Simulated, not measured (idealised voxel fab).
You're looking at the process module voxel air gaps.
This is section cut - it's 205 nm across, gridded in 5 nm square cells.
Format of a cross-section: grid, square cells. Given as bands. Order: top down. Band: one or more rows of cells. Quick guide to a band line: top height, bottom height (nm) up front; then every material left to right with its width in nm. Only one material and it's marked "edge to edge"? Then it fills the band edge to edge. And "blank" just means empty space. Height 0 is the level under which the wafer as received is all one material. The lowest band goes on downwards, as in "top 0, no bottom". It should be noted that a width expressed as "30->40" varies in equal increments from row to row of cells within the band, taking the value of the first number at the top row and that of the second number at the bottom row. Basically "remained unchanged" means that step didn't change any cell in the cross-section. Enclosed voids (no open way to top), threshold 8 cells or more, entry "closed voids", notation width x height at distance, distance from left edge, nm. What comes after the settings on a step's line is commentary from the simulator itself on that step. Each step line may optionally specify "overlay nm", which for a step with a mask gives the rightward distance between the mask's planned place and where it lay, a negative value indicating the leftward direction.
Process steps (planned)
1: RECEIVE,material Si
2: CONFORMAL_DEP,material SiO2,thk nm 10
3: CONFORMAL_DEP,material SiN,thk nm 5
4: DIRECTIONAL_DEP,material SiO2,thk nm 40
5: PATTERN,tone open,mask id LINES,material resist,width nm 15,pitch nm 40,thk nm 20,overlay nm 0
6: DIRECTIONAL_ETCH,etch materials SiO2,depth nm 40
7: STRIP,etch materials resist
8: CONFORMAL_DEP,material TiN,thk nm 5
9: FILL_DEP,material Cu,thk nm 5
10: CMP,height nm 55
11: EPI,material Ru,thk nm 10
12: SELECTIVE_ETCH,etch materials SiO2,depth nm 50
13: CONFORMAL_DEP,material SiN,thk nm 5
First of two wafers - as planned
Cross-section of the wafer upon arrival, representing the state reached after step 1
* top 0, no bottom | Si edge to edge
* closed voids: none
Cross-sectional representation of the wafer at the conclusion of step 2
* top 10, bottom 0 | SiO2 edge to edge
* For the remainder of the cross-section, below 0, there is no change.
Cross-sectional representation of the wafer at the conclusion of step 3
* top 15, bottom 10 | SiN edge to edge
* For the remainder of the cross-section, below 10, there is no change.
Cross-sectional representation of the wafer at the conclusion of step 4
* top 55, bottom 15 | SiO2 edge to edge
* For the remainder of the cross-section, below 15, there is no change.
Cross-sectional representation of the wafer at the conclusion of step 5
* top 75, bottom 55 | 55 resist, then 15 blank, then 25 resist, then 15 blank, then 25 resist, then 15 blank, then 55 resist
* For the remainder of the cross-section, below 55, there is no change.
Cross-sectional representation of the wafer at the conclusion of step 6
* top 75, bottom 55 | 55 resist, then 15 blank, then 25 resist, then 15 blank, then 25 resist, then 15 blank, then 55 resist
* top 55, bottom 15 | 55 SiO2, then 15 blank, then 25 SiO2, then 15 blank, then 25 SiO2, then 15 blank, then 55 SiO2
* For the remainder of the cross-section, below 15, there is no change.
Cross-sectional representation of the wafer at the conclusion of step 7
* top 55, bottom 15 | 55 SiO2, then 15 blank, then 25 SiO2, then 15 blank, then 25 SiO2, then 15 blank, then 55 SiO2
* For the remainder of the cross-section, below 15, there is no change.
Cross-sectional representation of the wafer at the conclusion of step 8
* top 60, bottom 55 | 60 TiN, then 5 blank, then 35 TiN, then 5 blank, then 35 TiN, then 5 blank, then 60 TiN
* top 55, bottom 20 | 55 SiO2, then 5 TiN, then 5 blank, then 5 TiN, then 25 SiO2, then 5 TiN, then 5 blank, then 5 TiN, then 25 SiO2, then 5 TiN, then 5 blank, then 5 TiN, then 55 SiO2
* top 20, bottom 15 | 55 SiO2, then 15 TiN, then 25 SiO2, then 15 TiN, then 25 SiO2, then 15 TiN, then 55 SiO2
* For the remainder of the cross-section, below 15, there is no change.
Cross-sectional representation of the wafer at the conclusion of step 9
* top 65, bottom 60 | Cu edge to edge
* top 60, bottom 55 | 60 TiN, then 5 Cu, then 35 TiN, then 5 Cu, then 35 TiN, then 5 Cu, then 60 TiN
* top 55, bottom 20 | 55 SiO2, then 5 TiN, then 5 Cu, then 5 TiN, then 25 SiO2, then 5 TiN, then 5 Cu, then 5 TiN, then 25 SiO2, then 5 TiN, then 5 Cu, then 5 TiN, then 55 SiO2
* For the remainder of the cross-section, below 20, there is no change.
Cross-sectional representation of the wafer at the conclusion of step 10
* top 55, bottom 20 | 55 SiO2, then 5 TiN, then 5 Cu, then 5 TiN, then 25 SiO2, then 5 TiN, then 5 Cu, then 5 TiN, then 25 SiO2, then 5 TiN, then 5 Cu, then 5 TiN, then 55 SiO2
* For the remainder of the cross-section, below 20, there is no change.
Cross-sectional representation of the wafer at the conclusion of step 11
* top 65, bottom 55 | 45 blank, then 35 Ru, then 5 blank, then 35 Ru, then 5 blank, then 35 Ru, then 45 blank
* For the remainder of the cross-section, below 55, there is no change.
Cross-sectional representation of the wafer at the conclusion of step 12
* top 65, bottom 55 | 45 blank, then 35 Ru, then 5 blank, then 35 Ru, then 5 blank, then 35 Ru, then 45 blank
* top 55, bottom 20 | 55 blank, then 5 TiN, then 5 Cu, then 5 TiN, then 25 blank, then 5 TiN, then 5 Cu, then 5 TiN, then 25 blank, then 5 TiN, then 5 Cu, then 5 TiN, then 55 blank
* top 20, bottom 15 | 55 blank, then 15 TiN, then 25 blank, then 15 TiN, then 25 blank, then 15 TiN, then 55 blank
* For the remainder of the cross-section, below 15, there is no change.
Cross-sectional representation of the wafer at the conclusion of step 13
* top 70, bottom 65 | 40 blank, then 125 SiN, then 40 blank
* top 65, bottom 55 | 40 blank, then 5 SiN, then 35 Ru, then 5 SiN, then 35 Ru, then 5 SiN, then 35 Ru, then 5 SiN, then 40 blank
* top 55, bottom 50 | 40 blank, then 15 SiN, then 5 TiN, then 5 Cu, then 5 TiN, then 25 SiN, then 5 TiN, then 5 Cu, then 5 TiN, then 25 SiN, then 5 TiN, then 5 Cu, then 5 TiN, then 15 SiN, then 40 blank
* top 50, bottom 20 | 50 blank, then 5 SiN, then 5 TiN, then 5 Cu, then 5 TiN, then 5 SiN, then 15 blank, then 5 SiN, then 5 TiN, then 5 Cu, then 5 TiN, then 5 SiN, then 15 blank, then 5 SiN, then 5 TiN, then 5 Cu, then 5 TiN, then 5 SiN, then 50 blank
* top 20, bottom 15 | 55 SiN, then 15 TiN, then 25 SiN, then 15 TiN, then 25 SiN, then 15 TiN, then 55 SiN
* For the remainder of the cross-section, below 15, there is no change.
* closed voids: 15 x 30 at 75; 15 x 30 at 115
Regarding the second of the two wafers: it shared the first wafer's starting condition and process plan, yet one error occurred during its execution. Its history coincides with that of the first wafer up to and including step 9
Second wafer: cross-section at the scheduled end of step 10
* top 50, bottom 20 | 55 SiO2, then 5 TiN, then 5 Cu, then 5 TiN, then 25 SiO2, then 5 TiN, then 5 Cu, then 5 TiN, then 25 SiO2, then 5 TiN, then 5 Cu, then 5 TiN, then 55 SiO2
* For the remainder of the cross-section, below 20, there is no change.
Second wafer: cross-section at the scheduled end of step 11
* top 60, bottom 50 | 45 blank, then 35 Ru, then 5 blank, then 35 Ru, then 5 blank, then 35 Ru, then 45 blank
* For the remainder of the cross-section, below 50, there is no change.
Second wafer: cross-section at the scheduled end of step 12
* top 60, bottom 50 | 45 blank, then 35 Ru, then 5 blank, then 35 Ru, then 5 blank, then 35 Ru, then 45 blank
* top 50, bottom 20 | 55 blank, then 5 TiN, then 5 Cu, then 5 TiN, then 25 blank, then 5 TiN, then 5 Cu, then 5 TiN, then 25 blank, then 5 TiN, then 5 Cu, then 5 TiN, then 55 blank
* top 20, bottom 15 | 55 blank, then 15 TiN, then 25 blank, then 15 TiN, then 25 blank, then 15 TiN, then 55 blank
* For the remainder of the cross-section, below 15, there is no change.
Second wafer: cross-section at the scheduled end of step 13
* top 65, bottom 60 | 40 blank, then 125 SiN, then 40 blank
* top 60, bottom 50 | 40 blank, then 5 SiN, then 35 Ru, then 5 SiN, then 35 Ru, then 5 SiN, then 35 Ru, then 5 SiN, then 40 blank
* top 50, bottom 45 | 40 blank, then 15 SiN, then 5 TiN, then 5 Cu, then 5 TiN, then 25 SiN, then 5 TiN, then 5 Cu, then 5 TiN, then 25 SiN, then 5 TiN, then 5 Cu, then 5 TiN, then 15 SiN, then 40 blank
* top 45, bottom 20 | 50 blank, then 5 SiN, then 5 TiN, then 5 Cu, then 5 TiN, then 5 SiN, then 15 blank, then 5 SiN, then 5 TiN, then 5 Cu, then 5 TiN, then 5 SiN, then 15 blank, then 5 SiN, then 5 TiN, then 5 Cu, then 5 TiN, then 5 SiN, then 50 blank
* top 20, bottom 15 | 55 SiN, then 15 TiN, then 25 SiN, then 15 TiN, then 25 SiN, then 15 TiN, then 55 SiN
* For the remainder of the cross-section, below 15, there is no change.
* closed voids: 15 x 25 at 75; 15 x 25 at 115
In executing the process, a mistake was made relative to the plan: heads up, step 10 didn't go per plan, it actually ran as CMP,height nm 50
Upon completion, the second wafer contains, in terms of cells, a greater or smaller amount of certain materials than the first wafer: -3 Cu, -6 SiN, -6 TiN
